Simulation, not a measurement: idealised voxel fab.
The following process module bears the name voxel air gaps.
Xsec cut, 210 nm wide, square cell size 5 nm.
The cross-sections in this document take the form of a grid made of square cells. They are written out as bands, in order from top to bottom. Each band consists of one or more rows of cells. Band entry format. Leading values: height of top, height of bottom, nm. Remainder: materials in left-to-right order, each with its width in nm. Special words: "throughout" on a single material, which then fills the band edge to edge; "empty", empty space. Heads up on the height convention: 0 is the point under which the incoming wafer is all one material, and the lowest band has no bottom, it just keeps going down, like "top 0, no bottom". The notation "30..40" denotes a width that varies across the rows of cells in the band, beginning at the first number in the top row, finishing at the second number in the bottom row, and changing by an identical amount from each row to the next. A step reported as "no modifications" is a step in which no cell of the cross-section changed. You'll see "Fully enclosed voids" listing empty spaces that have no way open to the top, as long as they're 8 cells or more; the notation is width x height at distance, where the distance is from the left edge, and all of it is in nm. That trailing text on a step's line, after the settings, is the simulator's own remark on the step. A step's line can hold "overlay nm"; with a mask on that step, the setting says how far right of the planned place the mask lay, while a negative setting says it lay to the left. Note: before/after cross-section pairs follow, one process step per pair, after-side truncated at the lowest changed band, step and settings given beneath. Different runs of this module on the same starting wafer may supply the pairs; a pair continues the one above only where the "Before the step" entry says so.

Before the step:
top 60, bottom 20: lowk throughout
top 20, bottom 15: SiCN throughout
top 15, bottom 0: SiO2 throughout
top 0, no bottom: Si throughout
Fully enclosed voids: none

Result of Step:
top 80, bottom 60: empty=50; resist=20; empty=25; resist=20; empty=25; resist=20; empty=50
Everything below 60 is unchanged.
Fully enclosed voids: none
Intermediate step for the cross-sections above: PATTERN, tone cover, mask id LINES, material resist, width nm 20, pitch nm 45, thk nm 20, overlay nm 0

Before the step: as shown after the step in the preceding pair, directly above.

Result of Step:
top 80, bottom 60: empty=50; resist=20; empty=25; resist=20; empty=25; resist=20; empty=50
top 60, bottom 20: empty=50; lowk=20; empty=25; lowk=20; empty=25; lowk=20; empty=50
Everything below 20 is unchanged.
Fully enclosed voids: none
Intermediate step for the cross-sections above: DIRECTIONAL_ETCH, etch materials lowk, depth nm 40

Before the step: as shown after the step in the preceding pair, directly above.

Result of Step:
top 60, bottom 20: empty=50; lowk=20; empty=25; lowk=20; empty=25; lowk=20; empty=50
Everything below 20 is unchanged.
Fully enclosed voids: none
Intermediate step for the cross-sections above: STRIP, etch materials resist

Before the step: as shown after the step in the preceding pair, directly above.

Result of Step:
top 65, bottom 60: empty=45; TiN=30; empty=15; TiN=30; empty=15; TiN=30; empty=45
top 60, bottom 25: empty=45; TiN=5; lowk=20; TiN=5; empty=15; TiN=5; lowk=20; TiN=5; empty=15; TiN=5; lowk=20; TiN=5; empty=45
top 25, bottom 20: TiN=50; lowk=20; TiN=25; lowk=20; TiN=25; lowk=20; TiN=50
Everything below 20 is unchanged.
Fully enclosed voids: none
Intermediate step for the cross-sections above: CONFORMAL_DEP, material TiN, thk nm 5

Before the step: as shown after the step in the preceding pair, directly above.

Result of Step:
top 75, bottom 65: W throughout
top 65, bottom 60: W=45; TiN=30; W=15; TiN=30; W=15; TiN=30; W=45
top 60, bottom 25: W=45; TiN=5; lowk=20; TiN=5; W=15; TiN=5; lowk=20; TiN=5; W=15; TiN=5; lowk=20; TiN=5; W=45
Everything below 25 is unchanged.
Fully enclosed voids: none
Intermediate step for the cross-sections above: FILL_DEP, material W, thk nm 10

Before the step: as shown after the step in the preceding pair, directly above.

Result of Step:
top 60, bottom 25: W=45; TiN=5; lowk=20; TiN=5; W=15; TiN=5; lowk=20; TiN=5; W=15; TiN=5; lowk=20; TiN=5; W=45
Everything below 25 is unchanged.
Fully enclosed voids: none
Intermediate step for the cross-sections above: CMP, height nm 60

Before the step: as shown after the step in the preceding pair, directly above.

Result of Step:
top 70, bottom 60: Ru throughout
Everything below 60 is unchanged.
Fully enclosed voids: none
Intermediate step for the cross-sections above: EPI, material Ru, thk nm 10

Before the step: as shown after the step in the preceding pair, directly above.

Result of Step:
top 75, bottom 70: SiCN throughout
Everything below 70 is unchanged.
Fully enclosed voids: none
Intermediate step for the cross-sections above: CONFORMAL_DEP, material SiCN, thk nm 5
